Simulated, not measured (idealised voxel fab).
Name of the process module below: voxel quadruple lines
Cross-section cut: width 140 nm, square cells of 5 nm.
A cross-section in this document is a grid of square cells, and it is written down as bands, the top band listed before the ones below it; a band is made up of one or more rows of cells.
First you get the band's top height and its bottom height, in nm, and then the materials it's made of, left to right, with each width in nm. If you see a single material with "all across", that one covers the band edge to edge. "blank" is empty space.
Note: height 0 marks the level under which the wafer is uniformly one material as received. Lowest band unbounded below, written "0 nm and below".
A width such as "30 to 40" changes by the same amount from each row of cells to the next, from the band's top row to its bottom row.
Key: "identical to before" - step with no changed cell in the cross-section.
"Closed cavities" lists enclosed empty spaces (at least 8 cells, no open path upward to the top), each as width x height at distance from the left edge, in nm.
Past the settings on a step's line: simulator remark, on that step.
You can add "overlay nm" to a step's line. For a step with a mask, it describes how far the mask lay to the right of its planned position, and a negative number describes a lay to the left.
Here's what the planned process steps look like:
1) RECEIVE, material Si
2) CONFORMAL_DEP, material Al2O3, thk nm 10
3) DIRECTIONAL_DEP, material W, thk nm 15
4) DIRECTIONAL_DEP, material polySi, thk nm 20
5) DIRECTIONAL_DEP, material aC, thk nm 20
6) PATTERN, tone cover, mask id MANDREL, material resist, width nm 20, thk nm 25, overlay nm 0
7) DIRECTIONAL_ETCH, etch materials aC, depth nm 20
8) STRIP, etch materials resist
9) CONFORMAL_DEP, material SiO2, thk nm 10
10) DIRECTIONAL_ETCH, etch materials SiO2, depth nm 10
11) STRIP, etch materials aC
12) DIRECTIONAL_ETCH, etch materials polySi, depth nm 20
13) STRIP, etch materials SiO2
14) CONFORMAL_DEP, material SiN, thk nm 5
15) DIRECTIONAL_ETCH, etch materials SiN, depth nm 5
16) STRIP, etch materials polySi
17) DIRECTIONAL_ETCH, etch materials W, depth nm 15
18) STRIP, etch materials SiN
19) FILL_DEP, material lowk, thk nm 5
20) CMP, height nm 25
First wafer of two (run as planned):
Delivered wafer in cross-section: state after step 1:
- 0 nm and below = Si all across
- Closed cavities: none
How the wafer stands in section after step 2:
- 10 nm to 0 nm = Al2O3 all across
- Whatever lies below 0 is exactly as it was before.
How the wafer stands in section after step 3:
- 25 nm to 10 nm = W all across
- Whatever lies below 10 is exactly as it was before.
How the wafer stands in section after step 4:
- 45 nm to 25 nm = polySi all across
- Whatever lies below 25 is exactly as it was before.
How the wafer stands in section after step 5:
- 65 nm to 45 nm = aC all across
- Whatever lies below 45 is exactly as it was before.
How the wafer stands in section after step 6:
- 90 nm to 65 nm = blank 60 nm / resist 20 nm / blank 60 nm
- Whatever lies below 65 is exactly as it was before.
How the wafer stands in section after step 7:
- 70 nm to 65 nm = blank 60 nm / resist 20 nm / blank 60 nm
- 65 nm to 45 nm = blank 60 nm / aC 20 nm / blank 60 nm
- Whatever lies below 45 is exactly as it was before.
How the wafer stands in section after step 8:
- 65 nm to 45 nm = blank 60 nm / aC 20 nm / blank 60 nm
- Whatever lies below 45 is exactly as it was before.
How the wafer stands in section after step 9:
- 75 nm to 65 nm = blank 50 nm / SiO2 40 nm / blank 50 nm
- 65 nm to 55 nm = blank 50 nm / SiO2 10 nm / aC 20 nm / SiO2 10 nm / blank 50 nm
- 55 nm to 45 nm = SiO2 60 nm / aC 20 nm / SiO2 60 nm
- Whatever lies below 45 is exactly as it was before.
How the wafer stands in section after step 10:
- 65 nm to 45 nm = blank 50 nm / SiO2 10 nm / aC 20 nm / SiO2 10 nm / blank 50 nm
- Whatever lies below 45 is exactly as it was before.
How the wafer stands in section after step 11:
- 65 nm to 45 nm = blank 50 nm / SiO2 10 nm / blank 20 nm / SiO2 10 nm / blank 50 nm
- Whatever lies below 45 is exactly as it was before.
How the wafer stands in section after step 12:
- 65 nm to 45 nm = blank 50 nm / SiO2 10 nm / blank 20 nm / SiO2 10 nm / blank 50 nm
- 45 nm to 25 nm = blank 50 nm / polySi 10 nm / blank 20 nm / polySi 10 nm / blank 50 nm
- Whatever lies below 25 is exactly as it was before.
How the wafer stands in section after step 13:
- 45 nm to 25 nm = blank 50 nm / polySi 10 nm / blank 20 nm / polySi 10 nm / blank 50 nm
- Whatever lies below 25 is exactly as it was before.
How the wafer stands in section after step 14:
- 50 nm to 45 nm = blank 45 nm / SiN 20 nm / blank 10 nm / SiN 20 nm / blank 45 nm
- 45 nm to 30 nm = blank 45 nm / SiN 5 nm / polySi 10 nm / SiN 5 nm / blank 10 nm / SiN 5 nm / polySi 10 nm / SiN 5 nm / blank 45 nm
- 30 nm to 25 nm = SiN 50 nm / polySi 10 nm / SiN 20 nm / polySi 10 nm / SiN 50 nm
- Whatever lies below 25 is exactly as it was before.
How the wafer stands in section after step 15:
- 45 nm to 25 nm = blank 45 nm / SiN 5 nm / polySi 10 nm / SiN 5 nm / blank 10 nm / SiN 5 nm / polySi 10 nm / SiN 5 nm / blank 45 nm
- Whatever lies below 25 is exactly as it was before.
How the wafer stands in section after step 16:
- 45 nm to 25 nm = blank 45 nm / SiN 5 nm / blank 10 nm / SiN 5 nm / blank 10 nm / SiN 5 nm / blank 10 nm / SiN 5 nm / blank 45 nm
- Whatever lies below 25 is exactly as it was before.
How the wafer stands in section after step 17:
- 45 nm to 25 nm = blank 45 nm / SiN 5 nm / blank 10 nm / SiN 5 nm / blank 10 nm / SiN 5 nm / blank 10 nm / SiN 5 nm / blank 45 nm
- 25 nm to 10 nm = blank 45 nm / W 5 nm / blank 10 nm / W 5 nm / blank 10 nm / W 5 nm / blank 10 nm / W 5 nm / blank 45 nm
- Whatever lies below 10 is exactly as it was before.
How the wafer stands in section after step 18:
- 25 nm to 10 nm = blank 45 nm / W 5 nm / blank 10 nm / W 5 nm / blank 10 nm / W 5 nm / blank 10 nm / W 5 nm / blank 45 nm
- Whatever lies below 10 is exactly as it was before.
How the wafer stands in section after step 19:
- 30 nm to 25 nm = lowk all across
- 25 nm to 10 nm = lowk 45 nm / W 5 nm / lowk 10 nm / W 5 nm / lowk 10 nm / W 5 nm / lowk 10 nm / W 5 nm / lowk 45 nm
- Whatever lies below 10 is exactly as it was before.
How the wafer stands in section after step 20:
- 25 nm to 10 nm = lowk 45 nm / W 5 nm / lowk 10 nm / W 5 nm / lowk 10 nm / W 5 nm / lowk 10 nm / W 5 nm / lowk 45 nm
- Whatever lies below 10 is exactly as it was before.
For the second wafer, take the first wafer's start and plan, then add one mistake made in running it; everything through step 5, that step included, is shared with the first:
when step 6 should have ended:
- 90 nm to 65 nm = blank 65 nm / resist 20 nm / blank 55 nm
- Whatever lies below 65 is exactly as it was before.
when step 7 should have ended:
- 70 nm to 65 nm = blank 65 nm / resist 20 nm / blank 55 nm
- 65 nm to 45 nm = blank 65 nm / aC 20 nm / blank 55 nm
- Whatever lies below 45 is exactly as it was before.
when step 8 should have ended:
- 65 nm to 45 nm = blank 65 nm / aC 20 nm / blank 55 nm
- Whatever lies below 45 is exactly as it was before.
when step 9 should have ended:
- 75 nm to 65 nm = blank 55 nm / SiO2 40 nm / blank 45 nm
- 65 nm to 55 nm = blank 55 nm / SiO2 10 nm / aC 20 nm / SiO2 10 nm / blank 45 nm
- 55 nm to 45 nm = SiO2 65 nm / aC 20 nm / SiO2 55 nm
- Whatever lies below 45 is exactly as it was before.
when step 10 should have ended:
- 65 nm to 45 nm = blank 55 nm / SiO2 10 nm / aC 20 nm / SiO2 10 nm / blank 45 nm
- Whatever lies below 45 is exactly as it was before.
when step 11 should have ended:
- 65 nm to 45 nm = blank 55 nm / SiO2 10 nm / blank 20 nm / SiO2 10 nm / blank 45 nm
- Whatever lies below 45 is exactly as it was before.
when step 12 should have ended:
- 65 nm to 45 nm = blank 55 nm / SiO2 10 nm / blank 20 nm / SiO2 10 nm / blank 45 nm
- 45 nm to 25 nm = blank 55 nm / polySi 10 nm / blank 20 nm / polySi 10 nm / blank 45 nm
- Whatever lies below 25 is exactly as it was before.
when step 13 should have ended:
- 45 nm to 25 nm = blank 55 nm / polySi 10 nm / blank 20 nm / polySi 10 nm / blank 45 nm
- Whatever lies below 25 is exactly as it was before.
when step 14 should have ended:
- 50 nm to 45 nm = blank 50 nm / SiN 20 nm / blank 10 nm / SiN 20 nm / blank 40 nm
- 45 nm to 30 nm = blank 50 nm / SiN 5 nm / polySi 10 nm / SiN 5 nm / blank 10 nm / SiN 5 nm / polySi 10 nm / SiN 5 nm / blank 40 nm
- 30 nm to 25 nm = SiN 55 nm / polySi 10 nm / SiN 20 nm / polySi 10 nm / SiN 45 nm
- Whatever lies below 25 is exactly as it was before.
when step 15 should have ended:
- 45 nm to 25 nm = blank 50 nm / SiN 5 nm / polySi 10 nm / SiN 5 nm / blank 10 nm / SiN 5 nm / polySi 10 nm / SiN 5 nm / blank 40 nm
- Whatever lies below 25 is exactly as it was before.
when step 16 should have ended:
- 45 nm to 25 nm = blank 50 nm / SiN 5 nm / blank 10 nm / SiN 5 nm / blank 10 nm / SiN 5 nm / blank 10 nm / SiN 5 nm / blank 40 nm
- Whatever lies below 25 is exactly as it was before.
when step 17 should have ended:
- 45 nm to 25 nm = blank 50 nm / SiN 5 nm / blank 10 nm / SiN 5 nm / blank 10 nm / SiN 5 nm / blank 10 nm / SiN 5 nm / blank 40 nm
- 25 nm to 10 nm = blank 50 nm / W 5 nm / blank 10 nm / W 5 nm / blank 10 nm / W 5 nm / blank 10 nm / W 5 nm / blank 40 nm
- Whatever lies below 10 is exactly as it was before.
when step 18 should have ended:
- 25 nm to 10 nm = blank 50 nm / W 5 nm / blank 10 nm / W 5 nm / blank 10 nm / W 5 nm / blank 10 nm / W 5 nm / blank 40 nm
- Whatever lies below 10 is exactly as it was before.
when step 19 should have ended:
- 30 nm to 25 nm = lowk all across
- 25 nm to 10 nm = lowk 50 nm / W 5 nm / lowk 10 nm / W 5 nm / lowk 10 nm / W 5 nm / lowk 10 nm / W 5 nm / lowk 40 nm
- Whatever lies below 10 is exactly as it was before.
when step 20 should have ended:
- 25 nm to 10 nm = lowk 50 nm / W 5 nm / lowk 10 nm / W 5 nm / lowk 10 nm / W 5 nm / lowk 10 nm / W 5 nm / lowk 40 nm
- Whatever lies below 10 is exactly as it was before.
Heads up, the wafer didn't run the way we planned it: contrary to plan, step 6 was performed as PATTERN, tone cover, mask id MANDREL, material resist, width nm 20, thk nm 25, overlay nm 5
If you tally the cells, the second wafer ends up with the same amount of every material as the first; it's all just sitting in different places.
